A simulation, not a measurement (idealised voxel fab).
process module | voxel self aligned contacts
cross-section cut | 260 nm wide | cells 5 nm
A cross-section is a grid of square cells, given in bands from the top down. A band is one or more rows of cells.
Each band's line starts with the height of the band's top and of its bottom, in nm. Then come its materials from left to right, each with its width in nm. One material with "throughout" fills the band from edge to edge. "air" is empty space.
Height 0 is the level under which the wafer as received is all one material. The lowest band goes on downwards, as in "0 down".
A width such as "30 to 40" changes by the same amount from each row of cells to the next, from the band's top row to its bottom row.
"no change" after a step means that no cell of the cross-section changed.
closed voids: empty space of 8 cells or more with no open way to the top, each as width x height at its distance from the left edge, in nm
after a step's settings: what the simulator itself notes on the step
overlay nm, on a step with a mask: how far to the right of its planned place the mask lay; to the left if negative
plan
1 op RECEIVE | material Si
2 op OXIDIZE | depth nm 5
3 op DIRECTIONAL_DEP | material polySi | thk nm 30
4 op DIRECTIONAL_DEP | material SiN | thk nm 15
5 op DIRECTIONAL_DEP | material aC | thk nm 10
6 op PATTERN | tone cover | mask id GATE | material resist | width nm 30 | pitch nm 55 | thk nm 30 | overlay nm 0
7 op DIRECTIONAL_ETCH | etch materials aC | depth nm 10
8 op STRIP | etch materials resist
9 op DIRECTIONAL_ETCH | etch materials SiN | depth nm 15
10 op DIRECTIONAL_ETCH | etch materials polySi | depth nm 30
11 op STRIP | etch materials aC
12 op CONFORMAL_DEP | material SiN | thk nm 5
13 op DIRECTIONAL_ETCH | etch materials SiN | depth nm 5
14 op FILL_DEP | material SiO2 | thk nm 15
15 op CMP | height nm 50
16 op MASKED_ETCH | tone open | mask id CONTACT | width nm 35 | etch materials SiO2 | depth nm 55 | overlay nm 0
17 op CONFORMAL_DEP | material TiN | thk nm 5
18 op FILL_DEP | material Ru | thk nm 5
19 op CMP | height nm 50
20 op CONFORMAL_DEP | material SiN | thk nm 5
first wafer, as planned
as received, after step 1
  0 down: Si throughout
  closed voids: none
after step 2
  0 to -5: SiO2 throughout
  below -5: unchanged
after step 3
  30 to 0: polySi throughout
  below 0: unchanged
after step 4
  45 to 30: SiN throughout
  below 30: unchanged
after step 5
  55 to 45: aC throughout
  below 45: unchanged
after step 6
  85 to 55: air 85 | resist 30 | air 25 | resist 30 | air 90
  below 55: unchanged
after step 7
  75 to 55: air 85 | resist 30 | air 25 | resist 30 | air 90
  55 to 45: air 85 | aC 30 | air 25 | aC 30 | air 90
  below 45: unchanged
after step 8
  55 to 45: air 85 | aC 30 | air 25 | aC 30 | air 90
  below 45: unchanged
after step 9
  55 to 45: air 85 | aC 30 | air 25 | aC 30 | air 90
  45 to 30: air 85 | SiN 30 | air 25 | SiN 30 | air 90
  below 30: unchanged
after step 10
  55 to 45: air 85 | aC 30 | air 25 | aC 30 | air 90
  45 to 30: air 85 | SiN 30 | air 25 | SiN 30 | air 90
  30 to 0: air 85 | polySi 30 | air 25 | polySi 30 | air 90
  below 0: unchanged
after step 11
  45 to 30: air 85 | SiN 30 | air 25 | SiN 30 | air 90
  below 30: unchanged
after step 12
  50 to 30: air 80 | SiN 40 | air 15 | SiN 40 | air 85
  30 to 5: air 80 | SiN 5 | polySi 30 | SiN 5 | air 15 | SiN 5 | polySi 30 | SiN 5 | air 85
  5 to 0: SiN 85 | polySi 30 | SiN 25 | polySi 30 | SiN 90
  below 0: unchanged
after step 13
  45 to 30: air 80 | SiN 40 | air 15 | SiN 40 | air 85
  30 to 0: air 80 | SiN 5 | polySi 30 | SiN 5 | air 15 | SiN 5 | polySi 30 | SiN 5 | air 85
  below 0: unchanged
after step 14
  60 to 45: SiO2 throughout
  45 to 30: SiO2 80 | SiN 40 | SiO2 15 | SiN 40 | SiO2 85
  30 to 0: SiO2 80 | SiN 5 | polySi 30 | SiN 5 | SiO2 15 | SiN 5 | polySi 30 | SiN 5 | SiO2 85
  below 0: unchanged
after step 15
  50 to 45: SiO2 throughout
  below 45: unchanged
after step 16
  50 to 45: SiO2 110 | air 35 | SiO2 115
  45 to 30: SiO2 80 | SiN 40 | air 15 | SiN 40 | SiO2 85
  30 to 0: SiO2 80 | SiN 5 | polySi 30 | SiN 5 | air 15 | SiN 5 | polySi 30 | SiN 5 | SiO2 85
  0 to -5: SiO2 120 | air 15 | SiO2 125
  below -5: unchanged
after step 17
  55 to 50: TiN 115 | air 25 | TiN 120
  50 to 45: SiO2 110 | TiN 15 | air 5 | TiN 15 | SiO2 115
  45 to 30: SiO2 80 | SiN 40 | TiN 5 | air 5 | TiN 5 | SiN 40 | SiO2 85
  30 to 0: SiO2 80 | SiN 5 | polySi 30 | SiN 5 | TiN 5 | air 5 | TiN 5 | SiN 5 | polySi 30 | SiN 5 | SiO2 85
  0 to -5: SiO2 120 | TiN 15 | SiO2 125
  below -5: unchanged
after step 18
  60 to 55: Ru throughout
  55 to 50: TiN 115 | Ru 25 | TiN 120
  50 to 45: SiO2 110 | TiN 15 | Ru 5 | TiN 15 | SiO2 115
  45 to 30: SiO2 80 | SiN 40 | TiN 5 | Ru 5 | TiN 5 | SiN 40 | SiO2 85
  30 to 0: SiO2 80 | SiN 5 | polySi 30 | SiN 5 | TiN 5 | Ru 5 | TiN 5 | SiN 5 | polySi 30 | SiN 5 | SiO2 85
  below 0: unchanged
after step 19
  50 to 45: SiO2 110 | TiN 15 | Ru 5 | TiN 15 | SiO2 115
  below 45: unchanged
after step 20
  55 to 50: SiN throughout
  below 50: unchanged
second wafer: like start, like plan, one mistake. Through step 5 it matches the first wafer
when step 6 should have ended
  85 to 55: resist 85 | air 30 | resist 25 | air 30 | resist 90
  below 55: unchanged
when step 7 should have ended
  75 to 55: resist 85 | air 30 | resist 25 | air 30 | resist 90
  55 to 45: aC 85 | air 30 | aC 25 | air 30 | aC 90
  below 45: unchanged
when step 8 should have ended
  55 to 45: aC 85 | air 30 | aC 25 | air 30 | aC 90
  below 45: unchanged
when step 9 should have ended
  55 to 45: aC 85 | air 30 | aC 25 | air 30 | aC 90
  45 to 30: SiN 85 | air 30 | SiN 25 | air 30 | SiN 90
  below 30: unchanged
when step 10 should have ended
  55 to 45: aC 85 | air 30 | aC 25 | air 30 | aC 90
  45 to 30: SiN 85 | air 30 | SiN 25 | air 30 | SiN 90
  30 to 0: polySi 85 | air 30 | polySi 25 | air 30 | polySi 90
  below 0: unchanged
when step 11 should have ended
  45 to 30: SiN 85 | air 30 | SiN 25 | air 30 | SiN 90
  below 30: unchanged
when step 12 should have ended
  50 to 30: SiN 90 | air 20 | SiN 35 | air 20 | SiN 95
  30 to 5: polySi 85 | SiN 5 | air 20 | SiN 5 | polySi 25 | SiN 5 | air 20 | SiN 5 | polySi 90
  5 to 0: polySi 85 | SiN 30 | polySi 25 | SiN 30 | polySi 90
  below 0: unchanged
when step 13 should have ended
  45 to 30: SiN 90 | air 20 | SiN 35 | air 20 | SiN 95
  30 to 0: polySi 85 | SiN 5 | air 20 | SiN 5 | polySi 25 | SiN 5 | air 20 | SiN 5 | polySi 90
  below 0: unchanged
when step 14 should have ended
  60 to 45: SiO2 throughout
  45 to 30: SiN 90 | SiO2 20 | SiN 35 | SiO2 20 | SiN 95
  30 to 0: polySi 85 | SiN 5 | SiO2 20 | SiN 5 | polySi 25 | SiN 5 | SiO2 20 | SiN 5 | polySi 90
  below 0: unchanged
when step 15 should have ended
  50 to 45: SiO2 throughout
  below 45: unchanged
when step 16 should have ended
  50 to 45: SiO2 110 | air 35 | SiO2 115
  below 45: unchanged
when step 17 should have ended
  55 to 50: TiN 115 | air 25 | TiN 120
  50 to 45: SiO2 110 | TiN 35 | SiO2 115
  below 45: unchanged
when step 18 should have ended
  60 to 55: Ru throughout
  55 to 50: TiN 115 | Ru 25 | TiN 120
  below 50: unchanged
when step 19 should have ended
  50 to 45: SiO2 110 | TiN 35 | SiO2 115
  below 45: unchanged
when step 20 should have ended
  55 to 50: SiN throughout
  below 50: unchanged
what went wrong: step 6 ran as: op PATTERN | tone open | mask id GATE | material resist | width nm 30 | pitch nm 55 | thk nm 30 | overlay nm 0
at the end the second wafer has, in cells: 10 fewer of Ru | 84 more of SiN | 222 fewer of SiO2 | 20 fewer of TiN | 168 more of polySi
